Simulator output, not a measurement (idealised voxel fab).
Module name: voxel double patterning (process module)
This is section cut - it's 260 nm across, gridded in 5 nm square cells.
Throughout this document, each cross-section is represented as a grid of square cells and is presented as a sequence of bands enumerated from the top downward, where a band comprises one or more rows of cells.
Read a band's entry like this: the first values are the height of its top and the height of its bottom in nm, and what follows is the sequence of materials from left to right, each with its width in nm. Note that "blank" is empty space, and that a single material marked "throughout" reaches across the band from edge to edge.
It should be noted that heights are counted from 0, beneath which the wafer as supplied is of one material throughout, and that the lowest band possesses no lower boundary but continues downward, as written in "0..down".
Top row gets the first number, bottom row gets the second, and each row in between changes by the same step: that is how a band width like "30->40" works.
"no change" -> step changed no cross-section cell.
"Closed cavities": empty spaces of 8 cells or more with no open way to the top, each given as width x height at distance, distance from the left edge, all in nm.
The remark found on a step's line after its settings is issued by the simulator itself and pertains to that step.
overlay nm: for a step with a mask, the amount by which the mask lay right of where it was planned; a negative amount means left of it.

Intended process steps:
1 op RECEIVE | material Si
2 op CONFORMAL_DEP | material SiO2 | thk nm 5
3 op DIRECTIONAL_DEP | material TiN | thk nm 20
4 op DIRECTIONAL_DEP | material SiCN | thk nm 10
5 op DIRECTIONAL_DEP | material aC | thk nm 15
6 op PATTERN | tone open | mask id FIRST | material resist | width nm 15 | pitch nm 50 | thk nm 30 | overlay nm 0
7 op DIRECTIONAL_ETCH | etch materials aC | depth nm 15
8 op STRIP | etch materials resist
9 op DIRECTIONAL_ETCH | etch materials SiCN | depth nm 10
10 op STRIP | etch materials aC
11 op MASKED_ETCH | tone open | mask id SECOND | width nm 15 | etch materials SiCN | depth nm 10 | overlay nm 0
12 op DIRECTIONAL_ETCH | etch materials TiN | depth nm 20
13 op STRIP | etch materials SiCN

So, the first of our two wafers, run just as we planned it:

Incoming wafer in cross-section (state: after step 1):
* 0..down | Si throughout
* Closed cavities: none

Cross-sectional representation of the wafer at the conclusion of step 2:
* 5..0 | SiO2 throughout
* Rest of section, below 0: as before.

Cross-sectional representation of the wafer at the conclusion of step 3:
* 25..5 | TiN throughout
* Rest of section, below 5: as before.

Cross-sectional representation of the wafer at the conclusion of step 4:
* 35..25 | SiCN throughout
* Rest of section, below 25: as before.

Cross-sectional representation of the wafer at the conclusion of step 5:
* 50..35 | aC throughout
* Rest of section, below 35: as before.

Cross-sectional representation of the wafer at the conclusion of step 6:
* 80..50 | resist: 95, blank: 15, resist: 35, blank: 15, resist: 100
* Rest of section, below 50: as before.

Cross-sectional representation of the wafer at the conclusion of step 7:
* 65..50 | resist: 95, blank: 15, resist: 35, blank: 15, resist: 100
* 50..35 | aC: 95, blank: 15, aC: 35, blank: 15, aC: 100
* Rest of section, below 35: as before.

Cross-sectional representation of the wafer at the conclusion of step 8:
* 50..35 | aC: 95, blank: 15, aC: 35, blank: 15, aC: 100
* Rest of section, below 35: as before.

Cross-sectional representation of the wafer at the conclusion of step 9:
* 50..35 | aC: 95, blank: 15, aC: 35, blank: 15, aC: 100
* 35..25 | SiCN: 95, blank: 15, SiCN: 35, blank: 15, SiCN: 100
* Rest of section, below 25: as before.

Cross-sectional representation of the wafer at the conclusion of step 10:
* 35..25 | SiCN: 95, blank: 15, SiCN: 35, blank: 15, SiCN: 100
* Rest of section, below 25: as before.

Cross-sectional representation of the wafer at the conclusion of step 11:
* 35..25 | SiCN: 95, blank: 15, SiCN: 10, blank: 15, SiCN: 10, blank: 15, SiCN: 100
* Rest of section, below 25: as before.

Cross-sectional representation of the wafer at the conclusion of step 12:
* 35..25 | SiCN: 95, blank: 15, SiCN: 10, blank: 15, SiCN: 10, blank: 15, SiCN: 100
* 25..5 | TiN: 95, blank: 15, TiN: 10, blank: 15, TiN: 10, blank: 15, TiN: 100
* Rest of section, below 5: as before.

Cross-sectional representation of the wafer at the conclusion of step 13:
* 25..5 | TiN: 95, blank: 15, TiN: 10, blank: 15, TiN: 10, blank: 15, TiN: 100
* Rest of section, below 5: as before.

What follows concerns the second wafer, which started out like the first and was meant to follow the very same plan; one mistake crept in when it was run, but everything up to and including step 10 is the same as for the first wafer:

The second wafer cut through, at the time step 11 was supposed to be finished:
* 35..25 | blank: 120, SiCN: 15, blank: 125
* Rest of section, below 25: as before.

The second wafer cut through, at the time step 12 was supposed to be finished:
* 35..25 | blank: 120, SiCN: 15, blank: 125
* 25..5 | blank: 120, TiN: 15, blank: 125
* Rest of section, below 5: as before.

The second wafer cut through, at the time step 13 was supposed to be finished:
* 25..5 | blank: 120, TiN: 15, blank: 125
* Rest of section, below 5: as before.
What was done differently from what was planned? step 11 deviated from plan and actually ran as op MASKED_ETCH | tone cover | mask id SECOND | width nm 15 | etch materials SiCN | depth nm 10 | overlay nm 0
Looking at both finished wafers in cells, the second ends up ahead of or behind the first on some materials: TiN -160
